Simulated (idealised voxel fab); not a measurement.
process module | voxel local oxidation
cross-section cut | 270 nm wide | cells 5 nm
A cross-section is a grid of square cells, given in bands from the top down. A band is one or more rows of cells.
Each band's line starts with the height of the band's top and of its bottom, in nm. Then come its materials from left to right, each with its width in nm. One material with "throughout" fills the band from edge to edge. "air" is empty space.
Height 0 is the level under which the wafer as received is all one material. The lowest band goes on downwards, as in "0 down".
A width such as "30 to 40" changes by the same amount from each row of cells to the next, from the band's top row to its bottom row.
"no change" after a step means that no cell of the cross-section changed.
closed voids: empty space of 8 cells or more with no open way to the top, each as width x height at its distance from the left edge, in nm
after a step's settings: what the simulator itself notes on the step
overlay nm, on a step with a mask: how far to the right of its planned place the mask lay; to the left if negative
plan
1 op RECEIVE | material Si
2 op CONFORMAL_DEP | material SiO2 | thk nm 5
3 op CONFORMAL_DEP | material SiN | thk nm 10
4 op PATTERN | tone cover | mask id ACTIVE | material resist | width nm 110 | thk nm 20 | overlay nm 0
5 op DIRECTIONAL_ETCH | etch materials SiN | depth nm 10
6 op STRIP | etch materials resist
7 op SELECTIVE_ETCH | etch materials SiO2 | depth nm 5
8 op OXIDIZE | depth nm 10
9 op STRIP | etch materials SiN
first wafer, as planned
as received, after step 1
  0 down: Si throughout
  closed voids: none
after step 2
  5 to 0: SiO2 throughout
  below 0: unchanged
after step 3
  15 to 5: SiN throughout
  below 5: unchanged
after step 4
  35 to 15: air 80 | resist 110 | air 80
  below 15: unchanged
after step 5
  35 to 15: air 80 | resist 110 | air 80
  15 to 5: air 80 | SiN 110 | air 80
  below 5: unchanged
after step 6
  15 to 5: air 80 | SiN 110 | air 80
  below 5: unchanged
after step 7
  15 to 5: air 80 | SiN 110 | air 80
  5 to 0: air 85 | SiO2 100 | air 85
  below 0: unchanged
after step 8
  15 to 5: air 80 | SiN 110 | air 80
  5 to 0: air 85 | SiO2 100 | air 85
  0 to -10: SiO2 95 | Si 80 | SiO2 95
  below -10: unchanged
after step 9
  5 to 0: air 85 | SiO2 100 | air 85
  below 0: unchanged
second wafer: like start, like plan, one mistake. Through step 5 it matches the first wafer
when step 6 should have ended
  35 to 15: air 80 | resist 110 | air 80
  15 to 5: air 80 | SiN 110 | air 80
  5 to 0: air 85 | SiO2 100 | air 85
  below 0: unchanged
when step 7 should have ended
  15 to 5: air 80 | SiN 110 | air 80
  below 5: unchanged
when step 8 should have ended
  15 to 5: air 80 | SiN 110 | air 80
  5 to 0: air 85 | SiO2 100 | air 85
  0 to -10: SiO2 95 | Si 80 | SiO2 95
  below -10: unchanged
when step 9 should have ended
  5 to 0: air 85 | SiO2 100 | air 85
  below 0: unchanged
what went wrong: steps 6 and 7 were swapped
at the end the two cross-sections are the same: no effect in what this model computes
